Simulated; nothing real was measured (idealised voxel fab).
process module | voxel gate over fins
cross-section cut | 300 nm wide | cells 5 nm
A cross-section is a grid of square cells, given in bands from the top down. A band is one or more rows of cells.
Each band's line starts with the height of the band's top and of its bottom, in nm. Then come its materials from left to right, each with its width in nm. One material with "throughout" fills the band from edge to edge. "air" is empty space.
Height 0 is the level under which the wafer as received is all one material. The lowest band goes on downwards, as in "0 down".
A width such as "30 to 40" changes by the same amount from each row of cells to the next, from the band's top row to its bottom row.
"no change" after a step means that no cell of the cross-section changed.
closed voids: empty space of 8 cells or more with no open way to the top, each as width x height at its distance from the left edge, in nm
after a step's settings: what the simulator itself notes on the step
overlay nm, on a step with a mask: how far to the right of its planned place the mask lay; to the left if negative
plan
1 op RECEIVE | material Si
2 op CONFORMAL_DEP | material SiN | thk nm 10
3 op PATTERN | tone cover | mask id FINS | material resist | width nm 15 | pitch nm 40 | thk nm 15 | overlay nm 0
4 op DIRECTIONAL_ETCH | etch materials SiN | depth nm 10
5 op DIRECTIONAL_ETCH | etch materials Si | depth nm 35
6 op STRIP | etch materials resist
7 op FILL_DEP | material SiO2 | thk nm 15
8 op CMP | height nm 10
9 op SELECTIVE_ETCH | etch materials SiO2 | depth nm 25
10 op STRIP | etch materials SiN
11 op CONFORMAL_DEP | material HfO2 | thk nm 5
12 op CONFORMAL_DEP | material TiN | thk nm 5
13 op FILL_DEP | material W | thk nm 15
14 op CMP | height nm 20
15 op CONFORMAL_DEP | material SiN | thk nm 5
as received, after step 1
  0 down: Si throughout
  closed voids: none
a wafer at the end: this start, this plan, one mistake
  25 to 20: SiN throughout
  20 to 10: W throughout
  10 to 5: W 110 | TiN 35 | W 5 | TiN 35 | W 115
  5 to 0: W 110 | TiN 5 | HfO2 25 | TiN 5 | W 5 | TiN 5 | HfO2 25 | TiN 5 | W 115
  0 to -5: W 110 | TiN 5 | HfO2 5 | Si 15 | HfO2 5 | TiN 5 | W 5 | TiN 5 | HfO2 5 | Si 15 | HfO2 5 | TiN 5 | W 115
  -5 to -10: TiN 115 | HfO2 5 | Si 15 | HfO2 5 | TiN 15 | HfO2 5 | Si 15 | HfO2 5 | TiN 120
  -10 to -15: HfO2 120 | Si 15 | HfO2 25 | Si 15 | HfO2 125
  -15 to -70: SiO2 120 | Si 15 | SiO2 25 | Si 15 | SiO2 125
  -70 down: Si throughout
  closed voids: none
what went wrong: step 5 was run twice
